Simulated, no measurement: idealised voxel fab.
process module | voxel spacer lines
cross-section cut | 165 nm wide | cells 5 nm
A cross-section is a grid of square cells, given in bands from the top down. A band is one or more rows of cells.
Each band's line starts with the height of the band's top and of its bottom, in nm. Then come its materials from left to right, each with its width in nm. One material with "throughout" fills the band from edge to edge. "air" is empty space.
Height 0 is the level under which the wafer as received is all one material. The lowest band goes on downwards, as in "0 down".
A width such as "30 to 40" changes by the same amount from each row of cells to the next, from the band's top row to its bottom row.
"no change" after a step means that no cell of the cross-section changed.
closed voids: empty space of 8 cells or more with no open way to the top, each as width x height at its distance from the left edge, in nm
after a step's settings: what the simulator itself notes on the step
overlay nm, on a step with a mask: how far to the right of its planned place the mask lay; to the left if negative
plan
1 op RECEIVE | material Si
2 op CONFORMAL_DEP | material Al2O3 | thk nm 5
3 op DIRECTIONAL_DEP | material polySi | thk nm 20
4 op DIRECTIONAL_DEP | material aC | thk nm 30
5 op PATTERN | tone cover | mask id MANDREL | material resist | width nm 15 | pitch nm 70 | thk nm 35 | overlay nm 0
6 op DIRECTIONAL_ETCH | etch materials aC | depth nm 30
7 op STRIP | etch materials resist
8 op CONFORMAL_DEP | material SiO2 | thk nm 15
9 op DIRECTIONAL_ETCH | etch materials SiO2 | depth nm 15
10 op STRIP | etch materials aC
11 op DIRECTIONAL_ETCH | etch materials polySi | depth nm 20
12 op STRIP | etch materials SiO2
varied across the wafers: width nm of step 5. The plan shows the first wafer's value. All wafers start alike
first wafer as received, after step 1
  0 down: Si throughout
  closed voids: none
each wafer at the end: cells of each material gained (+) or lost (-) since it was received, then its closed voids
width nm 15 | +33 Al2O3 | +48 polySi | closed voids: none
width nm 20 | +33 Al2O3 | +48 polySi | closed voids: none
width nm 25 | +33 Al2O3 | +48 polySi | closed voids: none
width nm 30 | +33 Al2O3 | +48 polySi | closed voids: none
width nm 35 | +33 Al2O3 | +48 polySi | closed voids: none
